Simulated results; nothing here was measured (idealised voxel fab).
Process module, titled voxel gate over fins
Each square cell in cross-section cut measures 5 nm, and the section as a whole is 270 nm wide.
A cross-section is written here as square cells arranged in a grid, and it is given in bands from the top down, each band taking up one or more rows of cells. Heights first: top, then bottom, in nm. Then materials, left to right, each with a width in nm. "everywhere" on a single material: fills the band edge to edge. "empty": empty space. Heights are measured from 0, the level below which the as-received wafer is all one material; the lowest band has no bottom and continues downward, written as in "0 -> down". When a width is written as two numbers, as in "30 to 40", the first number is the width in the top row of cells of the band and the second is the width in its bottom row, and the width changes by the same amount from each row to the next. When a step is marked "no change occurred", none of the cells in the cross-section changed during that step. Entry "Closed void catalog". Content: empty spaces with no open connection to the top, size 8 cells or greater. Each: width x height at distance. Distance: from left edge. Unit: nm. Past the settings on a step's line: simulator remark, on that step. Regarding "overlay nm": on a step with a mask, it is the distance the mask lay to the right of its planned place; a negative value places it to the left.
### Process steps (planned)
1,RECEIVE, material Si
2,CONFORMAL_DEP, material SiN, thk nm 5
3,PATTERN, tone cover, mask id FINS, material resist, width nm 15, pitch nm 40, thk nm 15, overlay nm 0
4,DIRECTIONAL_ETCH, etch materials SiN, depth nm 5
5,DIRECTIONAL_ETCH, etch materials Si, depth nm 35
6,STRIP, etch materials resist
7,OXIDIZE, depth nm 5
8,FILL_DEP, material SiO2, thk nm 15
9,CMP, height nm 5
10,SELECTIVE_ETCH, etch materials SiO2, depth nm 15
11,STRIP, etch materials SiN
12,CONFORMAL_DEP, material HfO2, thk nm 5
13,CONFORMAL_DEP, material TiN, thk nm 5
14,CONFORMAL_DEP, material TiAl, thk nm 5
15,CONFORMAL_DEP, material TiN, thk nm 5
16,FILL_DEP, material W, thk nm 15
17,CMP, height nm 30
18,CONFORMAL_DEP, material SiN, thk nm 10
### as received, after step 1
> 0 -> down = Si everywhere
> Closed void catalog: none
### Module complete, cross-section. Starting point and plan per above. One mistake made in running the module
> 40 -> 30 = SiN everywhere
> 30 -> 20 = W everywhere
> 20 -> 15 = 70 nm W / 125 nm TiN / 75 nm W
> 15 -> 10 = 70 nm W / 5 nm TiN / 35 nm TiAl / 5 nm TiN / 35 nm TiAl / 5 nm TiN / 35 nm TiAl / 5 nm TiN / 75 nm W
> 10 -> 5 = 70 nm W / 5 nm TiN / 5 nm TiAl / 25 nm TiN / 5 nm TiAl / 5 nm TiN / 5 nm TiAl / 25 nm TiN / 5 nm TiAl / 5 nm TiN / 5 nm TiAl / 25 nm TiN / 5 nm TiAl / 5 nm TiN / 75 nm W
> 5 -> 0 = 70 nm W / 5 nm TiN / 5 nm TiAl / 5 nm TiN / 15 nm HfO2 / 5 nm TiN / 5 nm TiAl / 5 nm TiN / 5 nm TiAl / 5 nm TiN / 15 nm HfO2 / 5 nm TiN / 5 nm TiAl / 5 nm TiN / 5 nm TiAl / 5 nm TiN / 15 nm HfO2 / 5 nm TiN / 5 nm TiAl / 5 nm TiN / 75 nm W
> 0 -> -5 = 70 nm W / 5 nm TiN / 5 nm TiAl / 5 nm TiN / 5 nm HfO2 / 5 nm Si / 5 nm HfO2 / 5 nm TiN / 5 nm TiAl / 5 nm TiN / 5 nm TiAl / 5 nm TiN / 5 nm HfO2 / 5 nm Si / 5 nm HfO2 / 5 nm TiN / 5 nm TiAl / 5 nm TiN / 5 nm TiAl / 5 nm TiN / 5 nm HfO2 / 5 nm Si / 5 nm HfO2 / 5 nm TiN / 5 nm TiAl / 5 nm TiN / 75 nm W
> -5 -> -10 = 75 nm TiN / 5 nm TiAl / 5 nm TiN / 5 nm HfO2 / 5 nm Si / 5 nm HfO2 / 5 nm TiN / 5 nm TiAl / 5 nm TiN / 5 nm TiAl / 5 nm TiN / 5 nm HfO2 / 5 nm Si / 5 nm HfO2 / 5 nm TiN / 5 nm TiAl / 5 nm TiN / 5 nm TiAl / 5 nm TiN / 5 nm HfO2 / 5 nm Si / 5 nm HfO2 / 5 nm TiN / 5 nm TiAl / 80 nm TiN
> -10 -> -15 = 80 nm TiAl / 5 nm TiN / 5 nm HfO2 / 5 nm Si / 5 nm HfO2 / 5 nm TiN / 15 nm TiAl / 5 nm TiN / 5 nm HfO2 / 5 nm Si / 5 nm HfO2 / 5 nm TiN / 15 nm TiAl / 5 nm TiN / 5 nm HfO2 / 5 nm Si / 5 nm HfO2 / 5 nm TiN / 85 nm TiAl
> -15 -> -20 = 85 nm TiN / 5 nm HfO2 / 5 nm Si / 5 nm HfO2 / 25 nm TiN / 5 nm HfO2 / 5 nm Si / 5 nm HfO2 / 25 nm TiN / 5 nm HfO2 / 5 nm Si / 5 nm HfO2 / 90 nm TiN
> -20 -> -25 = 90 nm HfO2 / 5 nm Si / 35 nm HfO2 / 5 nm Si / 35 nm HfO2 / 5 nm Si / 95 nm HfO2
> -25 -> -40 = 90 nm SiO2 / 5 nm Si / 35 nm SiO2 / 5 nm Si / 35 nm SiO2 / 5 nm Si / 95 nm SiO2
> -40 -> down = Si everywhere
> Closed void catalog: none
Diagnosis: step 10 of the plan was carried out twice
